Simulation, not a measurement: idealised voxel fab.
Name of the process module below: voxel gate over fins
Square cell edge 5 nm, section width 240 nm, ID cut.
In this document a cross-section is written as a grid of square cells. It is given as a series of bands, listed from the top down, and a band is one or more rows of cells. The entry gives the band's vertical extent as a top height and a bottom height in nm, then its horizontal make-up as materials from left to right, each with a width in nm. "empty" stands for empty space; a single material marked "throughout" fills the band edge to edge. We count height from 0. Below that, the starting wafer is all one material. The lowest band never ends at the bottom but goes on down; see "top 0, no bottom" for how that is written. Graded width ("30->40"): value in top row of band = first number; value in bottom row = second number; row-to-row change constant. "no change" for a step: no cell of the cross-section changed in that step. In the "Sealed void inventory" entry, you get each enclosed empty space of 8 cells or more, one with no open way to the top, written width x height at distance, distance from the left edge, in nm. Past the settings on a step's line: simulator remark, on that step. The setting "overlay nm" may be written on the line of a step. When the step uses a mask, the value reports how far to the right of the planned place the mask lay, and a negative value reports that it lay to the left.
[plan]
| 1 | RECEIVE, material Si |
| 2 | CONFORMAL_DEP, material SiN, thk nm 5 |
| 3 | PATTERN, tone cover, mask id FINS, material resist, width nm 15, pitch nm 55, thk nm 20, overlay nm 0 |
| 4 | DIRECTIONAL_ETCH, etch materials SiN, depth nm 5 |
| 5 | DIRECTIONAL_ETCH, etch materials Si, depth nm 40 |
| 6 | STRIP, etch materials resist |
| 7 | FILL_DEP, material SiO2, thk nm 5 |
| 8 | CMP, height nm 5 |
| 9 | MASKED_ETCH, tone open, mask id RAIL, width nm 15, etch materials SiO2, depth nm 40, overlay nm 0 |
| 10 | CONFORMAL_DEP, material TiN, thk nm 5 |
| 11 | FILL_DEP, material W, thk nm 10 |
| 12 | CMP, height nm 5 |
| 13 | SELECTIVE_ETCH, etch materials W Ru TiN, depth nm 25 |
| 14 | FILL_DEP, material SiO2, thk nm 5 |
| 15 | CMP, height nm 5 |
| 16 | SELECTIVE_ETCH, etch materials SiO2, depth nm 20 |
| 17 | STRIP, etch materials SiN |
| 18 | CONFORMAL_DEP, material HfO2, thk nm 5 |
| 19 | CONFORMAL_DEP, material TiN, thk nm 5 |
| 20 | CONFORMAL_DEP, material TiAl, thk nm 5 |
| 21 | CONFORMAL_DEP, material TiN, thk nm 5 |
| 22 | FILL_DEP, material W, thk nm 15 |
| 23 | CMP, height nm 30 |
| 24 | CONFORMAL_DEP, material SiCN, thk nm 5 |
[Delivered wafer in cross-section: state after step 1]
- top 0, no bottom  Si throughout
- Sealed void inventory: none
[End-of-module XS, first of two wafers, run as planned]
- top 35, bottom 30  SiCN throughout
- top 30, bottom 20  W throughout
- top 20, bottom 15  W (35); TiN (165); W (40)
- top 15, bottom 10  W (35); TiN (5); TiAl (45); TiN (10); TiAl (45); TiN (10); TiAl (45); TiN (5); W (40)
- top 10, bottom 5  W (35); TiN (5); TiAl (5); TiN (35); TiAl (5); TiN (10); TiAl (5); TiN (35); TiAl (5); TiN (10); TiAl (5); TiN (35); TiAl (5); TiN (5); W (40)
- top 5, bottom 0  TiN (40); TiAl (5); TiN (5); HfO2 (25); TiN (5); TiAl (5); TiN (10); TiAl (5); TiN (5); HfO2 (25); TiN (5); TiAl (5); TiN (10); TiAl (5); TiN (5); HfO2 (25); TiN (5); TiAl (5); TiN (45)
- top 0, bottom -5  TiAl (45); TiN (5); HfO2 (5); Si (15); HfO2 (5); TiN (5); TiAl (20); TiN (5); HfO2 (5); Si (15); HfO2 (5); TiN (5); TiAl (20); TiN (5); HfO2 (5); Si (15); HfO2 (5); TiN (5); TiAl (50)
- top -5, bottom -10  TiN (50); HfO2 (5); Si (15); HfO2 (5); TiN (30); HfO2 (5); Si (15); HfO2 (5); TiN (30); HfO2 (5); Si (15); HfO2 (5); TiN (55)
- top -10, bottom -15  HfO2 (55); Si (15); HfO2 (40); Si (15); HfO2 (40); Si (15); HfO2 (60)
- top -15, bottom -20  SiO2 (55); Si (15); SiO2 (40); Si (15); SiO2 (40); Si (15); SiO2 (60)
- top -20, bottom -30  SiO2 (55); Si (15); SiO2 (10); TiN (5); W (5); TiN (5); SiO2 (15); Si (15); SiO2 (40); Si (15); SiO2 (60)
- top -30, bottom -35  SiO2 (55); Si (15); SiO2 (10); TiN (15); SiO2 (15); Si (15); SiO2 (40); Si (15); SiO2 (60)
- top -35, bottom -40  SiO2 (55); Si (15); SiO2 (40); Si (15); SiO2 (40); Si (15); SiO2 (60)
- top -40, no bottom  Si throughout
- Sealed void inventory: none
[Module end: cross-section of wafer two of two. Same start and process plan as the first wafer. One mistake during execution]
- top 35, bottom 30  SiCN throughout
- top 30, bottom 20  W throughout
- top 20, bottom 15  W (35); TiN (165); W (40)
- top 15, bottom 10  W (35); TiN (5); TiAl (45); TiN (10); TiAl (45); TiN (10); TiAl (45); TiN (5); W (40)
- top 10, bottom 5  W (35); TiN (5); TiAl (5); TiN (35); TiAl (5); TiN (10); TiAl (5); TiN (35); TiAl (5); TiN (10); TiAl (5); TiN (35); TiAl (5); TiN (5); W (40)
- top 5, bottom 0  TiN (40); TiAl (5); TiN (5); HfO2 (25); TiN (5); TiAl (5); TiN (10); TiAl (5); TiN (5); HfO2 (25); TiN (5); TiAl (5); TiN (10); TiAl (5); TiN (5); HfO2 (25); TiN (5); TiAl (5); TiN (45)
- top 0, bottom -5  TiAl (45); TiN (5); HfO2 (5); Si (15); HfO2 (5); TiN (5); TiAl (20); TiN (5); HfO2 (5); Si (15); HfO2 (5); TiN (5); TiAl (20); TiN (5); HfO2 (5); Si (15); HfO2 (5); TiN (5); TiAl (50)
- top -5, bottom -10  TiN (50); HfO2 (5); Si (15); HfO2 (5); TiN (30); HfO2 (5); Si (15); HfO2 (5); TiN (30); HfO2 (5); Si (15); HfO2 (5); TiN (55)
- top -10, bottom -15  HfO2 (55); Si (15); HfO2 (40); Si (15); HfO2 (40); Si (15); HfO2 (60)
- top -15, bottom -20  SiO2 (55); Si (15); SiO2 (40); Si (15); SiO2 (40); Si (15); SiO2 (60)
- top -20, bottom -30  SiO2 (55); Si (15); TiN (5); W (5); TiN (5); SiO2 (25); Si (15); SiO2 (40); Si (15); SiO2 (60)
- top -30, bottom -35  SiO2 (55); Si (15); TiN (15); SiO2 (25); Si (15); SiO2 (40); Si (15); SiO2 (60)
- top -35, bottom -40  SiO2 (55); Si (15); SiO2 (40); Si (15); SiO2 (40); Si (15); SiO2 (60)
- top -40, no bottom  Si throughout
- Sealed void inventory: none
Nonconformance to the process plan: step 9 off recipe, ran as MASKED_ETCH, tone open, mask id RAIL, width nm 15, etch materials SiO2, depth nm 40, overlay nm -10
Final wafers compared: equal cell tally per material, rearranged layout.
